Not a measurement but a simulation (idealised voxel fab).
process module | voxel trench capacitor
For reference, the cross-section in this document is cut, with width 300 nm and square cells of 5 nm.
A cross-section is a grid of square cells, given in bands from the top down. A band is one or more rows of cells.
First you get the band's top height and its bottom height, in nm, and then the materials it's made of, left to right, with each width in nm. If you see a single material with "edge to edge", that one covers the band edge to edge. "empty" is empty space.
Where do heights start? At 0: under that level the wafer as delivered is made of one material only. And the lowest band has no floor; it just carries on downward, as in "0 down".
You'd read "30 to 40" like this: the band's top row of cells is as wide as the first number, its bottom row is as wide as the second, and going down, every row changes width by the same amount as the row before did.
Any step labelled "identical to before" changed none of the cells in the cross-section.
Trapped voids: empty space of 8 cells or more with no open way to the top, each as width x height at its distance from the left edge, in nm
Anything after a step's settings on that line? It's the simulator's own note about the step.
Steps that use a mask can have "overlay nm" on their line. It says how far the mask sat to the right of where it was meant to be. Negative means to the left.

The following list gives the planned process steps:
1,op RECEIVE | material Si
2,op CONFORMAL_DEP | material SiN | thk nm 5
3,op DIRECTIONAL_DEP | material aC | thk nm 10
4,op PATTERN | tone open | mask id TRENCH | material resist | width nm 20 | pitch nm 35 | thk nm 30 | overlay nm 0
5,op DIRECTIONAL_ETCH | etch materials aC | depth nm 10
6,op STRIP | etch materials resist
7,op DIRECTIONAL_ETCH | etch materials SiN | depth nm 5
8,op DIRECTIONAL_ETCH | etch materials Si | depth nm 35
9,op STRIP | etch materials aC
10,op CONFORMAL_DEP | material SiO2 | thk nm 5
11,op FILL_DEP | material polySi | thk nm 10
12,op CMP | height nm 5

Cross-section of the wafer upon arrival, representing the state reached after step 1:
* 0 down | Si edge to edge
* Trapped voids: none

Module complete, cross-section. Starting point and plan per above. One mistake made in running the module:
* 5 to 0 | SiN 105  SiO2 5  polySi 10  SiO2 5  SiN 15  SiO2 5  polySi 10  SiO2 5  SiN 15  SiO2 5  polySi 10  SiO2 5  SiN 105
* 0 to -65 | Si 105  SiO2 5  polySi 10  SiO2 5  Si 15  SiO2 5  polySi 10  SiO2 5  Si 15  SiO2 5  polySi 10  SiO2 5  Si 105
* -65 to -70 | Si 105  SiO2 20  Si 15  SiO2 20  Si 15  SiO2 20  Si 105
* -70 down | Si edge to edge
* Trapped voids: none
Deviation from plan: step 8 of the plan was performed twice
